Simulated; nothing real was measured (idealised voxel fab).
Title: Process Module voxel wiring stack
The width of the displayed cross-section, cut, is 235 nm; its cells are square, with a size of 5 nm.
We lay out every cross-section as a grid of square cells and spell it out in bands from the top down, where one band means one or more rows of cells. Band: top and bottom heights (nm) first, top before bottom; then materials from left to right, widths in nm. "everywhere" marks a sole material filling the band edge to edge. "blank" denotes empty space. The level at which height equals 0 is the one under which the wafer, as it arrives, is entirely one material. No lower edge exists for the bottom band, which continues downward and is notated as in "0..down". Top row gets the first number, bottom row gets the second, and each row in between changes by the same step: that is how a band width like "30..40" works. When a step is marked "remains unaltered", none of the cells in the cross-section changed during that step. So "Enclosed void inventory" is basically the list of trapped voids: any empty space of 8 cells or more that can't reach the top through an opening. They're written width x height at distance, the distance being from the left edge, and it's all nm. Anything after a step's settings on that line? It's the simulator's own note about the step. overlay nm: step with mask; distance mask lay right of planned place; negative value = left of planned place.

## Process steps (planned)
1: op RECEIVE | material Si
2: op CONFORMAL_DEP | material SiO2 | thk nm 10
3: op CONFORMAL_DEP | material SiCN | thk nm 5
4: op DIRECTIONAL_DEP | material lowk | thk nm 15
5: op DIRECTIONAL_DEP | material aC | thk nm 15
6: op PATTERN | tone open | mask id METAL_1 | material resist | width nm 25 | pitch nm 50 | thk nm 30 | overlay nm 0
7: op DIRECTIONAL_ETCH | etch materials aC | depth nm 15
8: op STRIP | etch materials resist
9: op DIRECTIONAL_ETCH | etch materials lowk | depth nm 15
10: op DIRECTIONAL_ETCH | etch materials SiCN | depth nm 5
11: op STRIP | etch materials aC
12: op CONFORMAL_DEP | material TiN | thk nm 5
13: op FILL_DEP | material Cu | thk nm 10
14: op CMP | height nm 30
15: op CONFORMAL_DEP | material SiCN | thk nm 5
16: op DIRECTIONAL_DEP | material lowk | thk nm 15
17: op DIRECTIONAL_DEP | material aC | thk nm 10
18: op PATTERN | tone open | mask id PLUG_1 | material resist | width nm 15 | pitch nm 50 | thk nm 30 | overlay nm 0
19: op DIRECTIONAL_ETCH | etch materials aC | depth nm 10
20: op STRIP | etch materials resist
21: op DIRECTIONAL_ETCH | etch materials lowk | depth nm 15
22: op DIRECTIONAL_ETCH | etch materials SiCN | depth nm 5
23: op STRIP | etch materials aC
24: op CONFORMAL_DEP | material TiN | thk nm 5
25: op FILL_DEP | material Cu | thk nm 5
26: op CMP | height nm 50
27: op CONFORMAL_DEP | material SiCN | thk nm 5
28: op DIRECTIONAL_DEP | material SiO2 | thk nm 20
29: op PATTERN | tone open | mask id METAL_2 | material resist | width nm 25 | pitch nm 50 | thk nm 20 | overlay nm 0
30: op DIRECTIONAL_ETCH | etch materials SiO2 | depth nm 20
31: op DIRECTIONAL_ETCH | etch materials SiCN | depth nm 5
32: op STRIP | etch materials resist
33: op CONFORMAL_DEP | material TiN | thk nm 5
34: op FILL_DEP | material W | thk nm 10
35: op CMP | height nm 75
36: op CONFORMAL_DEP | material SiCN | thk nm 5
37: op DIRECTIONAL_DEP | material SiO2 | thk nm 25
38: op DIRECTIONAL_DEP | material aC | thk nm 15
39: op PATTERN | tone open | mask id METAL_3 | material resist | width nm 25 | pitch nm 50 | thk nm 35 | overlay nm 0
40: op DIRECTIONAL_ETCH | etch materials aC | depth nm 15
41: op STRIP | etch materials resist
42: op DIRECTIONAL_ETCH | etch materials SiO2 | depth nm 15
43: op STRIP | etch materials aC
44: op PATTERN | tone open | mask id METAL_3_HOLES | material resist | width nm 15 | pitch nm 50 | thk nm 15 | overlay nm 0
45: op DIRECTIONAL_ETCH | etch materials SiO2 | depth nm 10
46: op DIRECTIONAL_ETCH | etch materials SiCN | depth nm 5
47: op STRIP | etch materials resist
48: op CONFORMAL_DEP | material TiN | thk nm 5
49: op FILL_DEP | material Ru | thk nm 10
50: op CMP | height nm 105
51: op CONFORMAL_DEP | material SiCN | thk nm 5

## Wafer, first of two, run as planned

## As received (post step 1): cross-section
	0..down = Si everywhere
	Enclosed void inventory: none

## Sectional view: wafer, after step 2
	10..0 = SiO2 everywhere
	Anything lower than 0 is untouched.

## Sectional view: wafer, after step 3
	15..10 = SiCN everywhere
	Anything lower than 10 is untouched.

## Sectional view: wafer, after step 4
	30..15 = lowk everywhere
	Anything lower than 15 is untouched.

## Sectional view: wafer, after step 5
	45..30 = aC everywhere
	Anything lower than 30 is untouched.

## Sectional view: wafer, after step 6
	75..45 = resist: 80 | blank: 25 | resist: 25 | blank: 25 | resist: 80
	Anything lower than 45 is untouched.

## Sectional view: wafer, after step 7
	60..45 = resist: 80 | blank: 25 | resist: 25 | blank: 25 | resist: 80
	45..30 = aC: 80 | blank: 25 | aC: 25 | blank: 25 | aC: 80
	Anything lower than 30 is untouched.

## Sectional view: wafer, after step 8
	45..30 = aC: 80 | blank: 25 | aC: 25 | blank: 25 | aC: 80
	Anything lower than 30 is untouched.

## Sectional view: wafer, after step 9
	45..30 = aC: 80 | blank: 25 | aC: 25 | blank: 25 | aC: 80
	30..15 = lowk: 80 | blank: 25 | lowk: 25 | blank: 25 | lowk: 80
	Anything lower than 15 is untouched.

## Sectional view: wafer, after step 10
	45..30 = aC: 80 | blank: 25 | aC: 25 | blank: 25 | aC: 80
	30..15 = lowk: 80 | blank: 25 | lowk: 25 | blank: 25 | lowk: 80
	15..10 = SiCN: 80 | blank: 25 | SiCN: 25 | blank: 25 | SiCN: 80
	Anything lower than 10 is untouched.

## Sectional view: wafer, after step 11
	30..15 = lowk: 80 | blank: 25 | lowk: 25 | blank: 25 | lowk: 80
	Anything lower than 15 is untouched.

## Sectional view: wafer, after step 12
	35..30 = TiN: 85 | blank: 15 | TiN: 35 | blank: 15 | TiN: 85
	30..15 = lowk: 80 | TiN: 5 | blank: 15 | TiN: 5 | lowk: 25 | TiN: 5 | blank: 15 | TiN: 5 | lowk: 80
	15..10 = SiCN: 80 | TiN: 25 | SiCN: 25 | TiN: 25 | SiCN: 80
	Anything lower than 10 is untouched.

## Sectional view: wafer, after step 13
	45..35 = Cu everywhere
	35..30 = TiN: 85 | Cu: 15 | TiN: 35 | Cu: 15 | TiN: 85
	30..15 = lowk: 80 | TiN: 5 | Cu: 15 | TiN: 5 | lowk: 25 | TiN: 5 | Cu: 15 | TiN: 5 | lowk: 80
	Anything lower than 15 is untouched.

## Sectional view: wafer, after step 14
	30..15 = lowk: 80 | TiN: 5 | Cu: 15 | TiN: 5 | lowk: 25 | TiN: 5 | Cu: 15 | TiN: 5 | lowk: 80
	Anything lower than 15 is untouched.

## Sectional view: wafer, after step 15
	35..30 = SiCN everywhere
	Anything lower than 30 is untouched.

## Sectional view: wafer, after step 16
	50..35 = lowk everywhere
	Anything lower than 35 is untouched.

## Sectional view: wafer, after step 17
	60..50 = aC everywhere
	Anything lower than 50 is untouched.

## Sectional view: wafer, after step 18
	90..60 = resist: 80 | blank: 15 | resist: 35 | blank: 15 | resist: 90
	Anything lower than 60 is untouched.

## Sectional view: wafer, after step 19
	80..60 = resist: 80 | blank: 15 | resist: 35 | blank: 15 | resist: 90
	60..50 = aC: 80 | blank: 15 | aC: 35 | blank: 15 | aC: 90
	Anything lower than 50 is untouched.

## Sectional view: wafer, after step 20
	60..50 = aC: 80 | blank: 15 | aC: 35 | blank: 15 | aC: 90
	Anything lower than 50 is untouched.

## Sectional view: wafer, after step 21
	60..50 = aC: 80 | blank: 15 | aC: 35 | blank: 15 | aC: 90
	50..35 = lowk: 80 | blank: 15 | lowk: 35 | blank: 15 | lowk: 90
	Anything lower than 35 is untouched.

## Sectional view: wafer, after step 22
	60..50 = aC: 80 | blank: 15 | aC: 35 | blank: 15 | aC: 90
	50..35 = lowk: 80 | blank: 15 | lowk: 35 | blank: 15 | lowk: 90
	35..30 = SiCN: 80 | blank: 15 | SiCN: 35 | blank: 15 | SiCN: 90
	Anything lower than 30 is untouched.

## Sectional view: wafer, after step 23
	50..35 = lowk: 80 | blank: 15 | lowk: 35 | blank: 15 | lowk: 90
	Anything lower than 35 is untouched.

## Sectional view: wafer, after step 24
	55..50 = TiN: 85 | blank: 5 | TiN: 45 | blank: 5 | TiN: 95
	50..35 = lowk: 80 | TiN: 5 | blank: 5 | TiN: 5 | lowk: 35 | TiN: 5 | blank: 5 | TiN: 5 | lowk: 90
	35..30 = SiCN: 80 | TiN: 15 | SiCN: 35 | TiN: 15 | SiCN: 90
	Anything lower than 30 is untouched.

## Sectional view: wafer, after step 25
	60..55 = Cu everywhere
	55..50 = TiN: 85 | Cu: 5 | TiN: 45 | Cu: 5 | TiN: 95
	50..35 = lowk: 80 | TiN: 5 | Cu: 5 | TiN: 5 | lowk: 35 | TiN: 5 | Cu: 5 | TiN: 5 | lowk: 90
	Anything lower than 35 is untouched.

## Sectional view: wafer, after step 26
	50..35 = lowk: 80 | TiN: 5 | Cu: 5 | TiN: 5 | lowk: 35 | TiN: 5 | Cu: 5 | TiN: 5 | lowk: 90
	Anything lower than 35 is untouched.

## Sectional view: wafer, after step 27
	55..50 = SiCN everywhere
	Anything lower than 50 is untouched.

## Sectional view: wafer, after step 28
	75..55 = SiO2 everywhere
	Anything lower than 55 is untouched.

## Sectional view: wafer, after step 29
	95..75 = resist: 80 | blank: 25 | resist: 25 | blank: 25 | resist: 80
	Anything lower than 75 is untouched.

## Sectional view: wafer, after step 30
	95..75 = resist: 80 | blank: 25 | resist: 25 | blank: 25 | resist: 80
	75..55 = SiO2: 80 | blank: 25 | SiO2: 25 | blank: 25 | SiO2: 80
	Anything lower than 55 is untouched.

## Sectional view: wafer, after step 31
	95..75 = resist: 80 | blank: 25 | resist: 25 | blank: 25 | resist: 80
	75..55 = SiO2: 80 | blank: 25 | SiO2: 25 | blank: 25 | SiO2: 80
	55..50 = SiCN: 80 | blank: 25 | SiCN: 25 | blank: 25 | SiCN: 80
	Anything lower than 50 is untouched.

## Sectional view: wafer, after step 32
	75..55 = SiO2: 80 | blank: 25 | SiO2: 25 | blank: 25 | SiO2: 80
	Anything lower than 55 is untouched.

## Sectional view: wafer, after step 33
	80..75 = TiN: 85 | blank: 15 | TiN: 35 | blank: 15 | TiN: 85
	75..55 = SiO2: 80 | TiN: 5 | blank: 15 | TiN: 5 | SiO2: 25 | TiN: 5 | blank: 15 | TiN: 5 | SiO2: 80
	55..50 = SiCN: 80 | TiN: 25 | SiCN: 25 | TiN: 25 | SiCN: 80
	Anything lower than 50 is untouched.

## Sectional view: wafer, after step 34
	90..80 = W everywhere
	80..75 = TiN: 85 | W: 15 | TiN: 35 | W: 15 | TiN: 85
	75..55 = SiO2: 80 | TiN: 5 | W: 15 | TiN: 5 | SiO2: 25 | TiN: 5 | W: 15 | TiN: 5 | SiO2: 80
	Anything lower than 55 is untouched.

## Sectional view: wafer, after step 35
	75..55 = SiO2: 80 | TiN: 5 | W: 15 | TiN: 5 | SiO2: 25 | TiN: 5 | W: 15 | TiN: 5 | SiO2: 80
	Anything lower than 55 is untouched.

## Sectional view: wafer, after step 36
	80..75 = SiCN everywhere
	Anything lower than 75 is untouched.

## Sectional view: wafer, after step 37
	105..80 = SiO2 everywhere
	Anything lower than 80 is untouched.

## Sectional view: wafer, after step 38
	120..105 = aC everywhere
	Anything lower than 105 is untouched.

## Sectional view: wafer, after step 39
	155..120 = resist: 80 | blank: 25 | resist: 25 | blank: 25 | resist: 80
	Anything lower than 120 is untouched.

## Sectional view: wafer, after step 40
	140..120 = resist: 80 | blank: 25 | resist: 25 | blank: 25 | resist: 80
	120..105 = aC: 80 | blank: 25 | aC: 25 | blank: 25 | aC: 80
	Anything lower than 105 is untouched.

## Sectional view: wafer, after step 41
	120..105 = aC: 80 | blank: 25 | aC: 25 | blank: 25 | aC: 80
	Anything lower than 105 is untouched.

## Sectional view: wafer, after step 42
	120..105 = aC: 80 | blank: 25 | aC: 25 | blank: 25 | aC: 80
	105..90 = SiO2: 80 | blank: 25 | SiO2: 25 | blank: 25 | SiO2: 80
	Anything lower than 90 is untouched.

## Sectional view: wafer, after step 43
	105..90 = SiO2: 80 | blank: 25 | SiO2: 25 | blank: 25 | SiO2: 80
	Anything lower than 90 is untouched.

## Sectional view: wafer, after step 44
	120..105 = resist: 80 | blank: 15 | resist: 35 | blank: 15 | resist: 90
	105..90 = SiO2: 80 | blank: 15 | resist: 10 | SiO2: 25 | blank: 15 | resist: 10 | SiO2: 80
	Anything lower than 90 is untouched.

## Sectional view: wafer, after step 45
	120..105 = resist: 80 | blank: 15 | resist: 35 | blank: 15 | resist: 90
	105..90 = SiO2: 80 | blank: 15 | resist: 10 | SiO2: 25 | blank: 15 | resist: 10 | SiO2: 80
	90..80 = SiO2: 80 | blank: 15 | SiO2: 35 | blank: 15 | SiO2: 90
	Anything lower than 80 is untouched.

## Sectional view: wafer, after step 46
	120..105 = resist: 80 | blank: 15 | resist: 35 | blank: 15 | resist: 90
	105..90 = SiO2: 80 | blank: 15 | resist: 10 | SiO2: 25 | blank: 15 | resist: 10 | SiO2: 80
	90..80 = SiO2: 80 | blank: 15 | SiO2: 35 | blank: 15 | SiO2: 90
	80..75 = SiCN: 80 | blank: 15 | SiCN: 35 | blank: 15 | SiCN: 90
	Anything lower than 75 is untouched.

## Sectional view: wafer, after step 47
	105..90 = SiO2: 80 | blank: 25 | SiO2: 25 | blank: 25 | SiO2: 80
	Anything lower than 90 is untouched.

## Sectional view: wafer, after step 48
	110..105 = TiN: 85 | blank: 15 | TiN: 35 | blank: 15 | TiN: 85
	105..95 = SiO2: 80 | TiN: 5 | blank: 15 | TiN: 5 | SiO2: 25 | TiN: 5 | blank: 15 | TiN: 5 | SiO2: 80
	95..90 = SiO2: 80 | TiN: 5 | blank: 5 | TiN: 15 | SiO2: 25 | TiN: 5 | blank: 5 | TiN: 15 | SiO2: 80
	90..80 = SiO2: 80 | TiN: 5 | blank: 5 | TiN: 5 | SiO2: 35 | TiN: 5 | blank: 5 | TiN: 5 | SiO2: 90
	80..75 = SiCN: 80 | TiN: 15 | SiCN: 35 | TiN: 15 | SiCN: 90
	Anything lower than 75 is untouched.

## Sectional view: wafer, after step 49
	120..110 = Ru everywhere
	110..105 = TiN: 85 | Ru: 15 | TiN: 35 | Ru: 15 | TiN: 85
	105..95 = SiO2: 80 | TiN: 5 | Ru: 15 | TiN: 5 | SiO2: 25 | TiN: 5 | Ru: 15 | TiN: 5 | SiO2: 80
	95..90 = SiO2: 80 | TiN: 5 | Ru: 5 | TiN: 15 | SiO2: 25 | TiN: 5 | Ru: 5 | TiN: 15 | SiO2: 80
	90..80 = SiO2: 80 | TiN: 5 | Ru: 5 | TiN: 5 | SiO2: 35 | TiN: 5 | Ru: 5 | TiN: 5 | SiO2: 90
	Anything lower than 80 is untouched.

## Sectional view: wafer, after step 50
	105..95 = SiO2: 80 | TiN: 5 | Ru: 15 | TiN: 5 | SiO2: 25 | TiN: 5 | Ru: 15 | TiN: 5 | SiO2: 80
	Anything lower than 95 is untouched.

## Sectional view: wafer, after step 51
	110..105 = SiCN everywhere
	Anything lower than 105 is untouched.

## What follows concerns the second wafer, which started out like the first and was meant to follow the very same plan; one mistake crept in when it was run, but everything up to and including step 1 is the same as for the first wafer

## Second wafer profile in section, at the moment step 2 of the plan was meant to be complete
	5..0 = SiCN everywhere
	Anything lower than 0 is untouched.

## Second wafer profile in section, at the moment step 3 of the plan was meant to be complete
	15..5 = SiO2 everywhere
	Anything lower than 5 is untouched.

## Second wafer profile in section, at the moment step 4 of the plan was meant to be complete
	30..15 = lowk everywhere
	Anything lower than 15 is untouched.

## Second wafer profile in section, at the moment step 5 of the plan was meant to be complete
	45..30 = aC everywhere
	Anything lower than 30 is untouched.

## Second wafer profile in section, at the moment step 6 of the plan was meant to be complete
	75..45 = resist: 80 | blank: 25 | resist: 25 | blank: 25 | resist: 80
	Anything lower than 45 is untouched.

## Second wafer profile in section, at the moment step 7 of the plan was meant to be complete
	60..45 = resist: 80 | blank: 25 | resist: 25 | blank: 25 | resist: 80
	45..30 = aC: 80 | blank: 25 | aC: 25 | blank: 25 | aC: 80
	Anything lower than 30 is untouched.

## Second wafer profile in section, at the moment step 8 of the plan was meant to be complete
	45..30 = aC: 80 | blank: 25 | aC: 25 | blank: 25 | aC: 80
	Anything lower than 30 is untouched.

## Second wafer profile in section, at the moment step 9 of the plan was meant to be complete
	45..30 = aC: 80 | blank: 25 | aC: 25 | blank: 25 | aC: 80
	30..15 = lowk: 80 | blank: 25 | lowk: 25 | blank: 25 | lowk: 80
	Anything lower than 15 is untouched.

Second wafer profile in section, at the moment step 10 of the plan was meant to be complete: remains unaltered

## Second wafer profile in section, at the moment step 11 of the plan was meant to be complete
	30..15 = lowk: 80 | blank: 25 | lowk: 25 | blank: 25 | lowk: 80
	Anything lower than 15 is untouched.

## Second wafer profile in section, at the moment step 12 of the plan was meant to be complete
	35..30 = TiN: 85 | blank: 15 | TiN: 35 | blank: 15 | TiN: 85
	30..20 = lowk: 80 | TiN: 5 | blank: 15 | TiN: 5 | lowk: 25 | TiN: 5 | blank: 15 | TiN: 5 | lowk: 80
	20..15 = lowk: 80 | TiN: 25 | lowk: 25 | TiN: 25 | lowk: 80
	Anything lower than 15 is untouched.

## Second wafer profile in section, at the moment step 13 of the plan was meant to be complete
	45..35 = Cu everywhere
	35..30 = TiN: 85 | Cu: 15 | TiN: 35 | Cu: 15 | TiN: 85
	30..20 = lowk: 80 | TiN: 5 | Cu: 15 | TiN: 5 | lowk: 25 | TiN: 5 | Cu: 15 | TiN: 5 | lowk: 80
	Anything lower than 20 is untouched.

## Second wafer profile in section, at the moment step 14 of the plan was meant to be complete
	30..20 = lowk: 80 | TiN: 5 | Cu: 15 | TiN: 5 | lowk: 25 | TiN: 5 | Cu: 15 | TiN: 5 | lowk: 80
	Anything lower than 20 is untouched.

## Second wafer profile in section, at the moment step 15 of the plan was meant to be complete
	35..30 = SiCN everywhere
	Anything lower than 30 is untouched.

## Second wafer profile in section, at the moment step 16 of the plan was meant to be complete
	50..35 = lowk everywhere
	Anything lower than 35 is untouched.

## Second wafer profile in section, at the moment step 17 of the plan was meant to be complete
	60..50 = aC everywhere
	Anything lower than 50 is untouched.

## Second wafer profile in section, at the moment step 18 of the plan was meant to be complete
	90..60 = resist: 80 | blank: 15 | resist: 35 | blank: 15 | resist: 90
	Anything lower than 60 is untouched.

## Second wafer profile in section, at the moment step 19 of the plan was meant to be complete
	80..60 = resist: 80 | blank: 15 | resist: 35 | blank: 15 | resist: 90
	60..50 = aC: 80 | blank: 15 | aC: 35 | blank: 15 | aC: 90
	Anything lower than 50 is untouched.

## Second wafer profile in section, at the moment step 20 of the plan was meant to be complete
	60..50 = aC: 80 | blank: 15 | aC: 35 | blank: 15 | aC: 90
	Anything lower than 50 is untouched.

## Second wafer profile in section, at the moment step 21 of the plan was meant to be complete
	60..50 = aC: 80 | blank: 15 | aC: 35 | blank: 15 | aC: 90
	50..35 = lowk: 80 | blank: 15 | lowk: 35 | blank: 15 | lowk: 90
	Anything lower than 35 is untouched.

## Second wafer profile in section, at the moment step 22 of the plan was meant to be complete
	60..50 = aC: 80 | blank: 15 | aC: 35 | blank: 15 | aC: 90
	50..35 = lowk: 80 | blank: 15 | lowk: 35 | blank: 15 | lowk: 90
	35..30 = SiCN: 80 | blank: 15 | SiCN: 35 | blank: 15 | SiCN: 90
	Anything lower than 30 is untouched.

## Second wafer profile in section, at the moment step 23 of the plan was meant to be complete
	50..35 = lowk: 80 | blank: 15 | lowk: 35 | blank: 15 | lowk: 90
	Anything lower than 35 is untouched.

## Second wafer profile in section, at the moment step 24 of the plan was meant to be complete
	55..50 = TiN: 85 | blank: 5 | TiN: 45 | blank: 5 | TiN: 95
	50..35 = lowk: 80 | TiN: 5 | blank: 5 | TiN: 5 | lowk: 35 | TiN: 5 | blank: 5 | TiN: 5 | lowk: 90
	35..30 = SiCN: 80 | TiN: 15 | SiCN: 35 | TiN: 15 | SiCN: 90
	Anything lower than 30 is untouched.

## Second wafer profile in section, at the moment step 25 of the plan was meant to be complete
	60..55 = Cu everywhere
	55..50 = TiN: 85 | Cu: 5 | TiN: 45 | Cu: 5 | TiN: 95
	50..35 = lowk: 80 | TiN: 5 | Cu: 5 | TiN: 5 | lowk: 35 | TiN: 5 | Cu: 5 | TiN: 5 | lowk: 90
	Anything lower than 35 is untouched.

## Second wafer profile in section, at the moment step 26 of the plan was meant to be complete
	50..35 = lowk: 80 | TiN: 5 | Cu: 5 | TiN: 5 | lowk: 35 | TiN: 5 | Cu: 5 | TiN: 5 | lowk: 90
	Anything lower than 35 is untouched.

## Second wafer profile in section, at the moment step 27 of the plan was meant to be complete
	55..50 = SiCN everywhere
	Anything lower than 50 is untouched.

## Second wafer profile in section, at the moment step 28 of the plan was meant to be complete
	75..55 = SiO2 everywhere
	Anything lower than 55 is untouched.

## Second wafer profile in section, at the moment step 29 of the plan was meant to be complete
	95..75 = resist: 80 | blank: 25 | resist: 25 | blank: 25 | resist: 80
	Anything lower than 75 is untouched.

## Second wafer profile in section, at the moment step 30 of the plan was meant to be complete
	95..75 = resist: 80 | blank: 25 | resist: 25 | blank: 25 | resist: 80
	75..55 = SiO2: 80 | blank: 25 | SiO2: 25 | blank: 25 | SiO2: 80
	Anything lower than 55 is untouched.

## Second wafer profile in section, at the moment step 31 of the plan was meant to be complete
	95..75 = resist: 80 | blank: 25 | resist: 25 | blank: 25 | resist: 80
	75..55 = SiO2: 80 | blank: 25 | SiO2: 25 | blank: 25 | SiO2: 80
	55..50 = SiCN: 80 | blank: 25 | SiCN: 25 | blank: 25 | SiCN: 80
	Anything lower than 50 is untouched.

## Second wafer profile in section, at the moment step 32 of the plan was meant to be complete
	75..55 = SiO2: 80 | blank: 25 | SiO2: 25 | blank: 25 | SiO2: 80
	Anything lower than 55 is untouched.

## Second wafer profile in section, at the moment step 33 of the plan was meant to be complete
	80..75 = TiN: 85 | blank: 15 | TiN: 35 | blank: 15 | TiN: 85
	75..55 = SiO2: 80 | TiN: 5 | blank: 15 | TiN: 5 | SiO2: 25 | TiN: 5 | blank: 15 | TiN: 5 | SiO2: 80
	55..50 = SiCN: 80 | TiN: 25 | SiCN: 25 | TiN: 25 | SiCN: 80
	Anything lower than 50 is untouched.

## Second wafer profile in section, at the moment step 34 of the plan was meant to be complete
	90..80 = W everywhere
	80..75 = TiN: 85 | W: 15 | TiN: 35 | W: 15 | TiN: 85
	75..55 = SiO2: 80 | TiN: 5 | W: 15 | TiN: 5 | SiO2: 25 | TiN: 5 | W: 15 | TiN: 5 | SiO2: 80
	Anything lower than 55 is untouched.

## Second wafer profile in section, at the moment step 35 of the plan was meant to be complete
	75..55 = SiO2: 80 | TiN: 5 | W: 15 | TiN: 5 | SiO2: 25 | TiN: 5 | W: 15 | TiN: 5 | SiO2: 80
	Anything lower than 55 is untouched.

## Second wafer profile in section, at the moment step 36 of the plan was meant to be complete
	80..75 = SiCN everywhere
	Anything lower than 75 is untouched.

## Second wafer profile in section, at the moment step 37 of the plan was meant to be complete
	105..80 = SiO2 everywhere
	Anything lower than 80 is untouched.

## Second wafer profile in section, at the moment step 38 of the plan was meant to be complete
	120..105 = aC everywhere
	Anything lower than 105 is untouched.

## Second wafer profile in section, at the moment step 39 of the plan was meant to be complete
	155..120 = resist: 80 | blank: 25 | resist: 25 | blank: 25 | resist: 80
	Anything lower than 120 is untouched.

## Second wafer profile in section, at the moment step 40 of the plan was meant to be complete
	140..120 = resist: 80 | blank: 25 | resist: 25 | blank: 25 | resist: 80
	120..105 = aC: 80 | blank: 25 | aC: 25 | blank: 25 | aC: 80
	Anything lower than 105 is untouched.

## Second wafer profile in section, at the moment step 41 of the plan was meant to be complete
	120..105 = aC: 80 | blank: 25 | aC: 25 | blank: 25 | aC: 80
	Anything lower than 105 is untouched.

## Second wafer profile in section, at the moment step 42 of the plan was meant to be complete
	120..105 = aC: 80 | blank: 25 | aC: 25 | blank: 25 | aC: 80
	105..90 = SiO2: 80 | blank: 25 | SiO2: 25 | blank: 25 | SiO2: 80
	Anything lower than 90 is untouched.

## Second wafer profile in section, at the moment step 43 of the plan was meant to be complete
	105..90 = SiO2: 80 | blank: 25 | SiO2: 25 | blank: 25 | SiO2: 80
	Anything lower than 90 is untouched.

## Second wafer profile in section, at the moment step 44 of the plan was meant to be complete
	120..105 = resist: 80 | blank: 15 | resist: 35 | blank: 15 | resist: 90
	105..90 = SiO2: 80 | blank: 15 | resist: 10 | SiO2: 25 | blank: 15 | resist: 10 | SiO2: 80
	Anything lower than 90 is untouched.

## Second wafer profile in section, at the moment step 45 of the plan was meant to be complete
	120..105 = resist: 80 | blank: 15 | resist: 35 | blank: 15 | resist: 90
	105..90 = SiO2: 80 | blank: 15 | resist: 10 | SiO2: 25 | blank: 15 | resist: 10 | SiO2: 80
	90..80 = SiO2: 80 | blank: 15 | SiO2: 35 | blank: 15 | SiO2: 90
	Anything lower than 80 is untouched.

## Second wafer profile in section, at the moment step 46 of the plan was meant to be complete
	120..105 = resist: 80 | blank: 15 | resist: 35 | blank: 15 | resist: 90
	105..90 = SiO2: 80 | blank: 15 | resist: 10 | SiO2: 25 | blank: 15 | resist: 10 | SiO2: 80
	90..80 = SiO2: 80 | blank: 15 | SiO2: 35 | blank: 15 | SiO2: 90
	80..75 = SiCN: 80 | blank: 15 | SiCN: 35 | blank: 15 | SiCN: 90
	Anything lower than 75 is untouched.

## Second wafer profile in section, at the moment step 47 of the plan was meant to be complete
	105..90 = SiO2: 80 | blank: 25 | SiO2: 25 | blank: 25 | SiO2: 80
	Anything lower than 90 is untouched.

## Second wafer profile in section, at the moment step 48 of the plan was meant to be complete
	110..105 = TiN: 85 | blank: 15 | TiN: 35 | blank: 15 | TiN: 85
	105..95 = SiO2: 80 | TiN: 5 | blank: 15 | TiN: 5 | SiO2: 25 | TiN: 5 | blank: 15 | TiN: 5 | SiO2: 80
	95..90 = SiO2: 80 | TiN: 5 | blank: 5 | TiN: 15 | SiO2: 25 | TiN: 5 | blank: 5 | TiN: 15 | SiO2: 80
	90..80 = SiO2: 80 | TiN: 5 | blank: 5 | TiN: 5 | SiO2: 35 | TiN: 5 | blank: 5 | TiN: 5 | SiO2: 90
	80..75 = SiCN: 80 | TiN: 15 | SiCN: 35 | TiN: 15 | SiCN: 90
	Anything lower than 75 is untouched.

## Second wafer profile in section, at the moment step 49 of the plan was meant to be complete
	120..110 = Ru everywhere
	110..105 = TiN: 85 | Ru: 15 | TiN: 35 | Ru: 15 | TiN: 85
	105..95 = SiO2: 80 | TiN: 5 | Ru: 15 | TiN: 5 | SiO2: 25 | TiN: 5 | Ru: 15 | TiN: 5 | SiO2: 80
	95..90 = SiO2: 80 | TiN: 5 | Ru: 5 | TiN: 15 | SiO2: 25 | TiN: 5 | Ru: 5 | TiN: 15 | SiO2: 80
	90..80 = SiO2: 80 | TiN: 5 | Ru: 5 | TiN: 5 | SiO2: 35 | TiN: 5 | Ru: 5 | TiN: 5 | SiO2: 90
	Anything lower than 80 is untouched.

## Second wafer profile in section, at the moment step 50 of the plan was meant to be complete
	105..95 = SiO2: 80 | TiN: 5 | Ru: 15 | TiN: 5 | SiO2: 25 | TiN: 5 | Ru: 15 | TiN: 5 | SiO2: 80
	Anything lower than 95 is untouched.

## Second wafer profile in section, at the moment step 51 of the plan was meant to be complete
	110..105 = SiCN everywhere
	Anything lower than 105 is untouched.
Nonconformance to the process plan: steps 2 and 3 swapped
Final difference in cells, second wafer against first, listed per material as more or fewer: Cu: 6 fewer | SiCN: 10 more | TiN: 4 fewer
